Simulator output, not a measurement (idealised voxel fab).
Presented below is a process module, voxel self aligned vias.
Displayed cross-section: cut, width of 270 nm, square cells sized 5 nm.
Throughout this document, each cross-section is represented as a grid of square cells and is presented as a sequence of bands enumerated from the top downward, where a band comprises one or more rows of cells.
Read a band's entry like this: the first values are the height of its top and the height of its bottom in nm, and what follows is the sequence of materials from left to right, each with its width in nm. Note that "air" is empty space, and that a single material marked "edge to edge" reaches across the band from edge to edge.
The reference from which all heights are counted is 0, the level beneath which the as-received wafer is entirely one material; the lowest band, having no lower bound, proceeds downward and is written after the example "from 0 down".
The two numbers in a width such as "30..40" mark its ends across the band: the first belongs to the top row of cells, the second to the bottom row, and from each row to the next the width moves by the same amount.
Step marked "no change"? Then no cell in the cross-section changed in it.
Closed-off voids of 8+ cells (no open route to the top) go in "Closed void table", written width x height at distance from the left edge, in nm.
Note: text after step settings on the step line = simulator remark on that step.
overlay nm: right-of-plan distance of the mask on a masked step; negative values mean left-of-plan.
Process steps foreseen in the plan:
step 1: RECEIVE,material Si
step 2: CONFORMAL_DEP,material SiO2,thk nm 15
step 3: CONFORMAL_DEP,material SiCN,thk nm 5
step 4: DIRECTIONAL_DEP,material SiO2,thk nm 30
step 5: DIRECTIONAL_DEP,material aC,thk nm 10
step 6: PATTERN,tone open,mask id LINES,material resist,width nm 30,pitch nm 65,thk nm 30,overlay nm 0
step 7: DIRECTIONAL_ETCH,etch materials aC,depth nm 10
step 8: STRIP,etch materials resist
step 9: DIRECTIONAL_ETCH,etch materials SiO2,depth nm 30
step 10: STRIP,etch materials aC
step 11: CONFORMAL_DEP,material TiN,thk nm 5
step 12: FILL_DEP,material W,thk nm 5
step 13: CMP,height nm 50
step 14: SELECTIVE_ETCH,etch materials W Ru TiN,depth nm 5
step 15: FILL_DEP,material SiN,thk nm 5
step 16: CMP,height nm 50
step 17: DIRECTIONAL_DEP,material SiO2,thk nm 15
step 18: MASKED_ETCH,tone open,mask id VIAS,width nm 40,pitch nm 65,etch materials SiO2,depth nm 15,overlay nm 0
step 19: MASKED_ETCH,tone open,mask id VIAS,width nm 40,pitch nm 65,etch materials SiN,depth nm 5,overlay nm 0
step 20: CONFORMAL_DEP,material TiN,thk nm 5
step 21: FILL_DEP,material W,thk nm 5
step 22: CMP,height nm 65
step 23: CONFORMAL_DEP,material SiN,thk nm 5
The cross-section here shows the wafer as received, i.e. in its state after step 1:
> from 0 down  Si edge to edge
> Closed void table: none
Here's the wafer cut in cross-section after the module, started and planned just like above, except one thing was done wrong in the run:
> from 70 to 65  SiN edge to edge
> from 65 to 55  50 nm SiO2, 5 nm TiN, 30 nm W, 5 nm TiN, 25 nm SiO2, 5 nm TiN, 30 nm W, 5 nm TiN, 25 nm SiO2, 5 nm TiN, 30 nm W, 5 nm TiN, 50 nm SiO2
> from 55 to 50  50 nm SiO2, 40 nm TiN, 25 nm SiO2, 40 nm TiN, 25 nm SiO2, 40 nm TiN, 50 nm SiO2
> from 50 to 45  50 nm SiN, 5 nm TiN, 30 nm SiO2, 5 nm TiN, 25 nm SiN, 5 nm TiN, 30 nm SiO2, 5 nm TiN, 25 nm SiN, 5 nm TiN, 30 nm SiO2, 5 nm TiN, 50 nm SiN
> from 45 to 25  50 nm W, 5 nm TiN, 30 nm SiO2, 5 nm TiN, 25 nm W, 5 nm TiN, 30 nm SiO2, 5 nm TiN, 25 nm W, 5 nm TiN, 30 nm SiO2, 5 nm TiN, 50 nm W
> from 25 to 20  55 nm TiN, 30 nm SiO2, 35 nm TiN, 30 nm SiO2, 35 nm TiN, 30 nm SiO2, 55 nm TiN
> from 20 to 15  SiCN edge to edge
> from 15 to 0  SiO2 edge to edge
> from 0 down  Si edge to edge
> Closed void table: none
In executing the process, a mistake was made relative to the plan: step 6: run off-plan, actual operation and settings PATTERN,tone cover,mask id LINES,material resist,width nm 30,pitch nm 65,thk nm 30,overlay nm 0
